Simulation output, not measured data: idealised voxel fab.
Name of the process module below: voxel self aligned vias
Square cells of 5 nm make up the cross-section cut, whose width is 200 nm.
A cross-section is a grid of square cells, given in bands from the top down. A band is one or more rows of cells. Within each band entry, the heights of the top and of the bottom of the band appear first, in that order and in nm; the materials of the band then follow from left to right, each with its corresponding width in nm. The designation "throughout" on a single material indicates that it fills the band from edge to edge; the designation "air" indicates empty space. Heads up on the height convention: 0 is the point under which the incoming wafer is all one material, and the lowest band has no bottom, it just keeps going down, like "0 nm and below". A two-number width, for instance "30->40", indicates that the width is equal to the first number in the top row of the band and to the second number in the bottom row, and that it changes by a constant amount per row of cells. Step marked "nothing different"? Then no cell in the cross-section changed in it. Any empty space of 8 cells or more lacking an open way to the top shows up in "Closed void roster" as width x height at distance, distance from the left edge, in nm. Text after the settings on a step's line: the simulator's own remark on that step. overlay nm: right-of-plan distance of the mask on a masked step; negative values mean left-of-plan.

Process steps foreseen in the plan:
- 1: RECEIVE: material Si
- 2: CONFORMAL_DEP: material SiO2, thk nm 10
- 3: CONFORMAL_DEP: material SiCN, thk nm 5
- 4: DIRECTIONAL_DEP: material SiO2, thk nm 20
- 5: MASKED_ETCH: tone open, mask id LINES, width nm 30, pitch nm 75, etch materials SiO2, depth nm 20, overlay nm 0
- 6: CONFORMAL_DEP: material TiN, thk nm 5
- 7: FILL_DEP: material Ru, thk nm 5
- 8: CMP: height nm 35
- 9: SELECTIVE_ETCH: etch materials W Ru TiN, depth nm 5
- 10: FILL_DEP: material SiN, thk nm 5
- 11: CMP: height nm 35
- 12: DIRECTIONAL_DEP: material SiO2, thk nm 20
- 13: MASKED_ETCH: tone open, mask id VIAS, width nm 50, pitch nm 75, etch materials SiO2, depth nm 20, overlay nm 0
- 14: MASKED_ETCH: tone open, mask id VIAS, width nm 50, pitch nm 75, etch materials SiN, depth nm 5, overlay nm 0
- 15: CONFORMAL_DEP: material TiN, thk nm 5
- 16: FILL_DEP: material W, thk nm 5
- 17: CMP: height nm 55
- 18: CONFORMAL_DEP: material SiN, thk nm 5

Account of the first of two wafers, which was processed as intended:

Cross-section of the incoming wafer, state after step 1:
* 0 nm and below = Si throughout
* Closed void roster: none

Wafer xsec, post step 2:
* 10 nm to 0 nm = SiO2 throughout
* Below 0, no change.

Wafer xsec, post step 3:
* 15 nm to 10 nm = SiCN throughout
* Below 10, no change.

Wafer xsec, post step 4:
* 35 nm to 15 nm = SiO2 throughout
* Below 15, no change.

Wafer xsec, post step 5:
* 35 nm to 15 nm = 45 SiO2 | 30 air | 45 SiO2 | 30 air | 50 SiO2
* Below 15, no change.

Wafer xsec, post step 6:
* 40 nm to 35 nm = 50 TiN | 20 air | 55 TiN | 20 air | 55 TiN
* 35 nm to 20 nm = 45 SiO2 | 5 TiN | 20 air | 5 TiN | 45 SiO2 | 5 TiN | 20 air | 5 TiN | 50 SiO2
* 20 nm to 15 nm = 45 SiO2 | 30 TiN | 45 SiO2 | 30 TiN | 50 SiO2
* Below 15, no change.

Wafer xsec, post step 7:
* 45 nm to 40 nm = Ru throughout
* 40 nm to 35 nm = 50 TiN | 20 Ru | 55 TiN | 20 Ru | 55 TiN
* 35 nm to 20 nm = 45 SiO2 | 5 TiN | 20 Ru | 5 TiN | 45 SiO2 | 5 TiN | 20 Ru | 5 TiN | 50 SiO2
* Below 20, no change.

Wafer xsec, post step 8:
* 35 nm to 20 nm = 45 SiO2 | 5 TiN | 20 Ru | 5 TiN | 45 SiO2 | 5 TiN | 20 Ru | 5 TiN | 50 SiO2
* Below 20, no change.

Wafer xsec, post step 9:
* 35 nm to 30 nm = 45 SiO2 | 30 air | 45 SiO2 | 30 air | 50 SiO2
* Below 30, no change.

Wafer xsec, post step 10:
* 40 nm to 35 nm = SiN throughout
* 35 nm to 30 nm = 45 SiO2 | 30 SiN | 45 SiO2 | 30 SiN | 50 SiO2
* Below 30, no change.

Wafer xsec, post step 11:
* 35 nm to 30 nm = 45 SiO2 | 30 SiN | 45 SiO2 | 30 SiN | 50 SiO2
* Below 30, no change.

Wafer xsec, post step 12:
* 55 nm to 35 nm = SiO2 throughout
* Below 35, no change.

Wafer xsec, post step 13:
* 55 nm to 35 nm = 35 SiO2 | 50 air | 25 SiO2 | 50 air | 40 SiO2
* Below 35, no change.

Wafer xsec, post step 14:
* 55 nm to 35 nm = 35 SiO2 | 50 air | 25 SiO2 | 50 air | 40 SiO2
* 35 nm to 30 nm = 45 SiO2 | 30 air | 45 SiO2 | 30 air | 50 SiO2
* Below 30, no change.

Wafer xsec, post step 15:
* 60 nm to 55 nm = 40 TiN | 40 air | 35 TiN | 40 air | 45 TiN
* 55 nm to 40 nm = 35 SiO2 | 5 TiN | 40 air | 5 TiN | 25 SiO2 | 5 TiN | 40 air | 5 TiN | 40 SiO2
* 40 nm to 35 nm = 35 SiO2 | 15 TiN | 20 air | 15 TiN | 25 SiO2 | 15 TiN | 20 air | 15 TiN | 40 SiO2
* 35 nm to 30 nm = 45 SiO2 | 30 TiN | 45 SiO2 | 30 TiN | 50 SiO2
* Below 30, no change.

Wafer xsec, post step 16:
* 65 nm to 60 nm = W throughout
* 60 nm to 55 nm = 40 TiN | 40 W | 35 TiN | 40 W | 45 TiN
* 55 nm to 40 nm = 35 SiO2 | 5 TiN | 40 W | 5 TiN | 25 SiO2 | 5 TiN | 40 W | 5 TiN | 40 SiO2
* 40 nm to 35 nm = 35 SiO2 | 15 TiN | 20 W | 15 TiN | 25 SiO2 | 15 TiN | 20 W | 15 TiN | 40 SiO2
* Below 35, no change.

Wafer xsec, post step 17:
* 55 nm to 40 nm = 35 SiO2 | 5 TiN | 40 W | 5 TiN | 25 SiO2 | 5 TiN | 40 W | 5 TiN | 40 SiO2
* Below 40, no change.

Wafer xsec, post step 18:
* 60 nm to 55 nm = SiN throughout
* Below 55, no change.

Okay, second wafer. Nothing different at the start, nothing different in the plan, just one mistake somewhere in the running. As far as step 2, counting that step, it's the first wafer all over again:

Cross-section of the second wafer at the time step 3 of the plan should have ended: nothing different

Cross-section of the second wafer at the time step 4 of the plan should have ended:
* 30 nm to 0 nm = SiO2 throughout
* Below 0, no change.

Cross-section of the second wafer at the time step 5 of the plan should have ended:
* 30 nm to 10 nm = 45 SiO2 | 30 air | 45 SiO2 | 30 air | 50 SiO2
* Below 10, no change.

Cross-section of the second wafer at the time step 6 of the plan should have ended:
* 35 nm to 30 nm = 50 TiN | 20 air | 55 TiN | 20 air | 55 TiN
* 30 nm to 15 nm = 45 SiO2 | 5 TiN | 20 air | 5 TiN | 45 SiO2 | 5 TiN | 20 air | 5 TiN | 50 SiO2
* 15 nm to 10 nm = 45 SiO2 | 30 TiN | 45 SiO2 | 30 TiN | 50 SiO2
* Below 10, no change.

Cross-section of the second wafer at the time step 7 of the plan should have ended:
* 40 nm to 35 nm = Ru throughout
* 35 nm to 30 nm = 50 TiN | 20 Ru | 55 TiN | 20 Ru | 55 TiN
* 30 nm to 15 nm = 45 SiO2 | 5 TiN | 20 Ru | 5 TiN | 45 SiO2 | 5 TiN | 20 Ru | 5 TiN | 50 SiO2
* Below 15, no change.

Cross-section of the second wafer at the time step 8 of the plan should have ended:
* 35 nm to 30 nm = 50 TiN | 20 Ru | 55 TiN | 20 Ru | 55 TiN
* Below 30, no change.

Cross-section of the second wafer at the time step 9 of the plan should have ended:
* 30 nm to 15 nm = 45 SiO2 | 5 TiN | 20 Ru | 5 TiN | 45 SiO2 | 5 TiN | 20 Ru | 5 TiN | 50 SiO2
* Below 15, no change.

Cross-section of the second wafer at the time step 10 of the plan should have ended:
* 35 nm to 30 nm = SiN throughout
* Below 30, no change.

Cross-section of the second wafer at the time step 11 of the plan should have ended: nothing different

Cross-section of the second wafer at the time step 12 of the plan should have ended:
* 55 nm to 35 nm = SiO2 throughout
* Below 35, no change.

Cross-section of the second wafer at the time step 13 of the plan should have ended:
* 55 nm to 35 nm = 35 SiO2 | 50 air | 25 SiO2 | 50 air | 40 SiO2
* Below 35, no change.

Cross-section of the second wafer at the time step 14 of the plan should have ended:
* 55 nm to 35 nm = 35 SiO2 | 50 air | 25 SiO2 | 50 air | 40 SiO2
* 35 nm to 30 nm = 35 SiN | 50 air | 25 SiN | 50 air | 40 SiN
* Below 30, no change.

Cross-section of the second wafer at the time step 15 of the plan should have ended:
* 60 nm to 55 nm = 40 TiN | 40 air | 35 TiN | 40 air | 45 TiN
* 55 nm to 35 nm = 35 SiO2 | 5 TiN | 40 air | 5 TiN | 25 SiO2 | 5 TiN | 40 air | 5 TiN | 40 SiO2
* 35 nm to 30 nm = 35 SiN | 50 TiN | 25 SiN | 50 TiN | 40 SiN
* Below 30, no change.

Cross-section of the second wafer at the time step 16 of the plan should have ended:
* 65 nm to 60 nm = W throughout
* 60 nm to 55 nm = 40 TiN | 40 W | 35 TiN | 40 W | 45 TiN
* 55 nm to 35 nm = 35 SiO2 | 5 TiN | 40 W | 5 TiN | 25 SiO2 | 5 TiN | 40 W | 5 TiN | 40 SiO2
* Below 35, no change.

Cross-section of the second wafer at the time step 17 of the plan should have ended:
* 55 nm to 35 nm = 35 SiO2 | 5 TiN | 40 W | 5 TiN | 25 SiO2 | 5 TiN | 40 W | 5 TiN | 40 SiO2
* Below 35, no change.

Cross-section of the second wafer at the time step 18 of the plan should have ended:
* 60 nm to 55 nm = SiN throughout
* Below 55, no change.
Run error: execution of step 3 of the plan did not take place, the step having been omitted
Materials where the second wafer ends with more or fewer cells than the first: Ru: 8 more; SiCN: 40 fewer; SiN: 20 more; TiN: 4 more; W: 8 more
